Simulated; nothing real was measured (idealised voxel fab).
The name of this process module is voxel self aligned vias.
In the cross-section labelled cut, the width is 275 nm and each square cell is 5 nm.
A cross-section in this document is a grid of square cells, and it is written down as bands, the top band listed before the ones below it; a band is made up of one or more rows of cells.
Band entry format. Leading values: height of top, height of bottom, nm. Remainder: materials in left-to-right order, each with its width in nm. Special words: "everywhere" on a single material, which then fills the band edge to edge; "blank", empty space.
Where do heights start? At 0: under that level the wafer as delivered is made of one material only. And the lowest band has no floor; it just carries on downward, as in "0 nm and below".
You'd read "30 to 40" like this: the band's top row of cells is as wide as the first number, its bottom row is as wide as the second, and going down, every row changes width by the same amount as the row before did.
When a step is marked "identical to before", none of the cells in the cross-section changed during that step.
"Closed void list" - sealed voids, min. 8 cells, no opening to top; format: width x height at distance (distance from left edge; nm throughout).
after a step's settings: what the simulator itself notes on the step
When a step includes a mask, the "overlay nm" setting on its line states how far to the right of its planned place that mask lay, and negative values state how far to the left.
### The process steps that were planned are listed below
1 RECEIVE,material Si
2 CONFORMAL_DEP,material SiO2,thk nm 10
3 CONFORMAL_DEP,material SiCN,thk nm 5
4 DIRECTIONAL_DEP,material SiO2,thk nm 20
5 PATTERN,tone open,mask id LINES,material resist,width nm 20,pitch nm 65,thk nm 15,overlay nm 0
6 DIRECTIONAL_ETCH,etch materials SiO2,depth nm 20
7 STRIP,etch materials resist
8 CONFORMAL_DEP,material TiN,thk nm 5
9 FILL_DEP,material W,thk nm 5
10 CMP,height nm 35
11 SELECTIVE_ETCH,etch materials W Ru TiN,depth nm 10
12 FILL_DEP,material SiN,thk nm 5
13 CMP,height nm 25
14 DIRECTIONAL_DEP,material SiO2,thk nm 15
15 MASKED_ETCH,tone open,mask id VIAS,width nm 40,pitch nm 65,etch materials SiO2,depth nm 15,overlay nm 0
16 MASKED_ETCH,tone open,mask id VIAS,width nm 40,pitch nm 65,etch materials SiN,depth nm 10,overlay nm 0
17 CONFORMAL_DEP,material TiN,thk nm 5
18 FILL_DEP,material Ru,thk nm 10
19 CMP,height nm 50
20 CONFORMAL_DEP,material SiN,thk nm 5
Split variable: height nm, step 13. Plan value = first wafer. Wafers start alike.
### Cross-section of the first of several wafers as received (after step 1)
  0 nm and below = Si everywhere
  Closed void list: none
### What follows is a table in which each wafer occupies a row; for the wafer as it stands at the close of the module, the row states, material by material, how many cells have been gained (+) or lost (-) since receipt, and then gives its closed voids
height nm 25; +109 Ru; +55 SiCN; +55 SiN; +289 SiO2; +91 TiN; +6 W; Closed void list: none
height nm 30; +60 Ru; +55 SiCN; +55 SiN; +332 SiO2; +97 TiN; +6 W; Closed void list: none
height nm 35; +48 Ru; +55 SiCN; +55 SiN; +375 SiO2; +66 TiN; +6 W; Closed void list: none
height nm 40; +42 Ru; +55 SiCN; +98 SiN; +344 SiO2; +60 TiN; +6 W; Closed void list: none
